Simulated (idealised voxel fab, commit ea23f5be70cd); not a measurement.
The following process module bears the name voxel transistor to metal.
The cross-section on display is named cut; it measures 175 nm wide, and its cells are 5 nm squares.
Just so we're on the same page, the cross-sections are grids of square cells, and they're listed out in bands top to bottom, each band one or more rows deep. Heads up on the band format: heights come first, top then bottom, in nm. After that it's the materials left to right, each with its width in nm. A single material flagged "all across" fills the whole band edge to edge, and "blank" means there's empty space there. A quick word on heights: they are counted from 0, and under that level the wafer as it came to us is one material throughout. The lowest band is different from the rest in having no bottom; it simply continues downward, written as in "from 0 down". Think of "30..40" as a width that walks from the first number to the second as you go down the band, top row to bottom row, taking equal-sized steps from row to row. "no alterations made", as given for a step, is the statement that not any cell of the cross-section underwent a change during that step. Enclosed voids (no open way to top), threshold 8 cells or more, entry "Enclosed cavity list", notation width x height at distance, distance from left edge, nm. Past the settings on a step's line: simulator remark, on that step. overlay nm: how far to the right of its planned place the mask lay on this masked step (negative: to the left).

Set out below are the planned steps of the process:
- 1: RECEIVE | material Si
- 2: OXIDIZE | depth nm 5
- 3: CONFORMAL_DEP | material SiN | thk nm 10
- 4: MASKED_ETCH | tone cover | mask id ACTIVE | width nm 110 | etch materials SiN | depth nm 10 | overlay nm 0
- 5: MASKED_ETCH | tone cover | mask id ACTIVE | width nm 110 | etch materials SiO2 | depth nm 5 | overlay nm 0
- 6: MASKED_ETCH | tone cover | mask id ACTIVE | width nm 110 | etch materials Si | depth nm 25 | overlay nm 0
- 7: OXIDIZE | depth nm 5
- 8: FILL_DEP | material SiO2 | thk nm 5
- 9: CMP | height nm 10
- 10: SELECTIVE_ETCH | etch materials SiO2 | depth nm 5
- 11: STRIP | etch materials SiN
- 12: SELECTIVE_ETCH | etch materials SiO2 | depth nm 5
- 13: OXIDIZE | depth nm 5
- 14: DIRECTIONAL_DEP | material polySi | thk nm 25
- 15: DIRECTIONAL_DEP | material SiCN | thk nm 15
- 16: MASKED_ETCH | tone cover | mask id GATE | width nm 30 | etch materials SiCN | depth nm 25 | overlay nm 0
- 17: MASKED_ETCH | tone cover | mask id GATE | width nm 30 | etch materials polySi | depth nm 35 | overlay nm 0
- 18: CONFORMAL_DEP | material SiO2 | thk nm 5
- 19: DIRECTIONAL_ETCH | etch materials SiO2 | depth nm 5
- 20: CONFORMAL_DEP | material SiN | thk nm 5
- 21: DIRECTIONAL_ETCH | etch materials SiN | depth nm 5
- 22: DIRECTIONAL_ETCH | etch materials SiO2 | depth nm 5
- 23: DIRECTIONAL_ETCH | etch materials Si | depth nm 10
- 24: EPI | material nSi | thk nm 10
- 25: FILL_DEP | material SiO2 | thk nm 10
- 26: CMP | height nm 20
- 27: STRIP | etch materials polySi
- 28: SELECTIVE_ETCH | etch materials SiO2 | depth nm 5
- 29: CONFORMAL_DEP | material HfO2 | thk nm 5
- 30: CONFORMAL_DEP | material TiN | thk nm 5
- 31: FILL_DEP | material W | thk nm 10
- 32: CMP | height nm 15
- 33: DIRECTIONAL_DEP | material SiO2 | thk nm 10
- 34: DIRECTIONAL_DEP | material aC | thk nm 15
- 35: PATTERN | tone open | mask id CONTACT | material resist | width nm 15 | pitch nm 75 | thk nm 35 | overlay nm 0
- 36: DIRECTIONAL_ETCH | etch materials aC | depth nm 15
- 37: STRIP | etch materials resist
- 38: DIRECTIONAL_ETCH | etch materials SiO2 | depth nm 35
- 39: STRIP | etch materials aC
- 40: CONFORMAL_DEP | material TiN | thk nm 5
- 41: FILL_DEP | material Ru | thk nm 5
- 42: CMP | height nm 25
- 43: DIRECTIONAL_DEP | material TiN | thk nm 5
- 44: DIRECTIONAL_DEP | material W | thk nm 25
- 45: DIRECTIONAL_DEP | material aC | thk nm 10
- 46: PATTERN | tone cover | mask id METAL_1 | material resist | width nm 15 | pitch nm 75 | thk nm 25 | overlay nm -15
- 47: DIRECTIONAL_ETCH | etch materials aC | depth nm 10
- 48: STRIP | etch materials resist
- 49: DIRECTIONAL_ETCH | etch materials W | depth nm 25
- 50: DIRECTIONAL_ETCH | etch materials TiN | depth nm 5
- 51: STRIP | etch materials aC
- 52: CONFORMAL_DEP | material SiCN | thk nm 5
- 53: FILL_DEP | material lowk | thk nm 5
- 54: CMP | height nm 55
- 55: CONFORMAL_DEP | material SiCN | thk nm 5
It is noted that the wafers described herein are identical at the outset and are distinguished by the overlay nm of step 46; the value stated in the plan corresponds to the first wafer.

The first of several wafers, as received after step 1, seen in section:
* from 0 down  Si all across
* Enclosed cavity list: none

First wafer at the end, after step 55:
* from 60 to 55  SiCN all across
* from 55 to 30  lowk (20)  SiCN (5)  W (15)  SiCN (5)  lowk (50)  SiCN (5)  W (15)  SiCN (5)  lowk (55)
* from 30 to 25  SiCN (25)  TiN (15)  SiCN (60)  TiN (15)  SiCN (60)
* from 25 to 15  SiO2 (40)  TiN (5)  Ru (5)  TiN (5)  SiO2 (60)  TiN (5)  Ru (5)  TiN (5)  SiO2 (45)
* from 15 to 5  SiO2 (40)  TiN (5)  Ru (5)  TiN (5)  SiO2 (5)  SiN (5)  HfO2 (5)  TiN (5)  W (20)  TiN (5)  HfO2 (5)  SiN (5)  SiO2 (5)  TiN (5)  Ru (5)  TiN (5)  SiO2 (45)
* from 5 to 0  SiO2 (40)  TiN (15)  SiO2 (5)  SiN (5)  HfO2 (5)  TiN (5)  W (20)  TiN (5)  HfO2 (5)  SiN (5)  SiO2 (5)  TiN (15)  SiO2 (45)
* from 0 to -5  SiO2 (30)  SiN (5)  SiO2 (5)  TiN (10)  nSi (10)  SiN (5)  HfO2 (5)  TiN (30)  HfO2 (5)  SiN (5)  nSi (10)  TiN (10)  SiO2 (5)  SiN (5)  SiO2 (35)
* from -5 to -10  SiO2 (40)  TiN (10)  nSi (10)  SiO2 (5)  HfO2 (40)  SiO2 (5)  nSi (10)  TiN (10)  SiO2 (45)
* from -10 to -20  SiO2 (35)  nSi (25)  Si (50)  nSi (25)  SiO2 (40)
* from -20 to -35  SiO2 (35)  Si (100)  SiO2 (40)
* from -35 down  Si all across
* Enclosed cavity list: none

X-section, last wafer, module end:
* from 60 to 55  SiCN all across
* from 55 to 30  lowk (50)  SiCN (5)  W (15)  SiCN (5)  lowk (50)  SiCN (5)  W (15)  SiCN (5)  lowk (25)
* from 30 to 25  SiCN (55)  TiN (15)  SiCN (60)  TiN (15)  SiCN (30)
* from 25 to 15  SiO2 (40)  TiN (5)  Ru (5)  TiN (5)  SiO2 (60)  TiN (5)  Ru (5)  TiN (5)  SiO2 (45)
* from 15 to 5  SiO2 (40)  TiN (5)  Ru (5)  TiN (5)  SiO2 (5)  SiN (5)  HfO2 (5)  TiN (5)  W (20)  TiN (5)  HfO2 (5)  SiN (5)  SiO2 (5)  TiN (5)  Ru (5)  TiN (5)  SiO2 (45)
* from 5 to 0  SiO2 (40)  TiN (15)  SiO2 (5)  SiN (5)  HfO2 (5)  TiN (5)  W (20)  TiN (5)  HfO2 (5)  SiN (5)  SiO2 (5)  TiN (15)  SiO2 (45)
* from 0 to -5  SiO2 (30)  SiN (5)  SiO2 (5)  TiN (10)  nSi (10)  SiN (5)  HfO2 (5)  TiN (30)  HfO2 (5)  SiN (5)  nSi (10)  TiN (10)  SiO2 (5)  SiN (5)  SiO2 (35)
* from -5 to -10  SiO2 (40)  TiN (10)  nSi (10)  SiO2 (5)  HfO2 (40)  SiO2 (5)  nSi (10)  TiN (10)  SiO2 (45)
* from -10 to -20  SiO2 (35)  nSi (25)  Si (50)  nSi (25)  SiO2 (40)
* from -20 to -35  SiO2 (35)  Si (100)  SiO2 (40)
* from -35 down  Si all across
* Enclosed cavity list: none

Per wafer (row), end of module: delta in cells per material since receipt, (+) for gained, (-) for lost; closed voids after that:
overlay nm -15, +16 HfO2, +8 Ru, -165 Si, +84 SiCN, +10 SiN, +224 SiO2, +48 TiN, +42 W, +125 lowk, +28 nSi, Enclosed cavity list: none
overlay nm -10, +16 HfO2, +8 Ru, -165 Si, +84 SiCN, +10 SiN, +224 SiO2, +48 TiN, +42 W, +125 lowk, +28 nSi, Enclosed cavity list: none
overlay nm -5, +16 HfO2, +8 Ru, -165 Si, +84 SiCN, +10 SiN, +224 SiO2, +48 TiN, +42 W, +125 lowk, +28 nSi, Enclosed cavity list: none
overlay nm 0, +16 HfO2, +8 Ru, -165 Si, +84 SiCN, +10 SiN, +224 SiO2, +48 TiN, +42 W, +125 lowk, +28 nSi, Enclosed cavity list: none
overlay nm 5, +16 HfO2, +8 Ru, -165 Si, +84 SiCN, +10 SiN, +224 SiO2, +48 TiN, +42 W, +125 lowk, +28 nSi, Enclosed cavity list: none
overlay nm 10, +16 HfO2, +8 Ru, -165 Si, +84 SiCN, +10 SiN, +224 SiO2, +48 TiN, +42 W, +125 lowk, +28 nSi, Enclosed cavity list: none
overlay nm 15, +16 HfO2, +8 Ru, -165 Si, +84 SiCN, +10 SiN, +224 SiO2, +48 TiN, +42 W, +125 lowk, +28 nSi, Enclosed cavity list: none
